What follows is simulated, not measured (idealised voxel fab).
process module | voxel ribs on slabs
cross-section cut | 255 nm wide | cells 5 nm
A cross-section is a grid of square cells, given in bands from the top down. A band is one or more rows of cells.
Each band's line starts with the height of the band's top and of its bottom, in nm. Then come its materials from left to right, each with its width in nm. One material with "throughout" fills the band from edge to edge. "air" is empty space.
Height 0 is the level under which the wafer as received is all one material. The lowest band goes on downwards, as in "0 down".
A width such as "30 to 40" changes by the same amount from each row of cells to the next, from the band's top row to its bottom row.
"no change" after a step means that no cell of the cross-section changed.
closed voids: empty space of 8 cells or more with no open way to the top, each as width x height at its distance from the left edge, in nm
after a step's settings: what the simulator itself notes on the step
overlay nm, on a step with a mask: how far to the right of its planned place the mask lay; to the left if negative
plan
1 op RECEIVE | material Si
2 op DIRECTIONAL_DEP | material SiO2 | thk nm 25
3 op DIRECTIONAL_DEP | material polySi | thk nm 15
4 op MASKED_ETCH | tone cover | mask id RIB | width nm 30 | etch materials polySi | depth nm 5 | overlay nm 0
5 op DIRECTIONAL_DEP | material aC | thk nm 10
6 op PATTERN | tone cover | mask id SLAB | material resist | width nm 70 | thk nm 30 | overlay nm 0
7 op DIRECTIONAL_ETCH | etch materials aC | depth nm 10
8 op STRIP | etch materials resist
9 op DIRECTIONAL_ETCH | etch materials polySi | depth nm 10
10 op STRIP | etch materials aC
11 op FILL_DEP | material SiO2 | thk nm 30
12 op CMP | height nm 60
13 op DIRECTIONAL_DEP | material TiN | thk nm 10
14 op MASKED_ETCH | tone cover | mask id HEATER | width nm 40 | etch materials TiN | depth nm 10 | overlay nm 0
15 op CONFORMAL_DEP | material SiO2 | thk nm 5
as received, after step 1
  0 down: Si throughout
  closed voids: none
first wafer at the end, as planned
  75 to 70: air 100 | SiO2 50 | air 105
  70 to 65: air 100 | SiO2 5 | TiN 40 | SiO2 5 | air 105
  65 to 60: SiO2 105 | TiN 40 | SiO2 110
  60 to 40: SiO2 throughout
  40 to 35: SiO2 110 | polySi 30 | SiO2 115
  35 to 25: SiO2 90 | polySi 70 | SiO2 95
  25 to 0: SiO2 throughout
  0 down: Si throughout
  closed voids: none
second wafer at the end: like start, like plan, one mistake
  75 to 70: air 100 | SiO2 50 | air 105
  70 to 65: air 100 | SiO2 5 | TiN 40 | SiO2 5 | air 105
  65 to 60: SiO2 105 | TiN 40 | SiO2 110
  60 to 40: SiO2 throughout
  40 to 35: SiO2 110 | polySi 30 | SiO2 115
  35 to 25: SiO2 90 | polySi 70 | SiO2 95
  25 to 0: polySi throughout
  0 down: Si throughout
  closed voids: none
what went wrong: step 2 ran as: op DIRECTIONAL_DEP | material polySi | thk nm 25
at the end the second wafer has, in cells: 255 fewer of SiO2 | 255 more of polySi
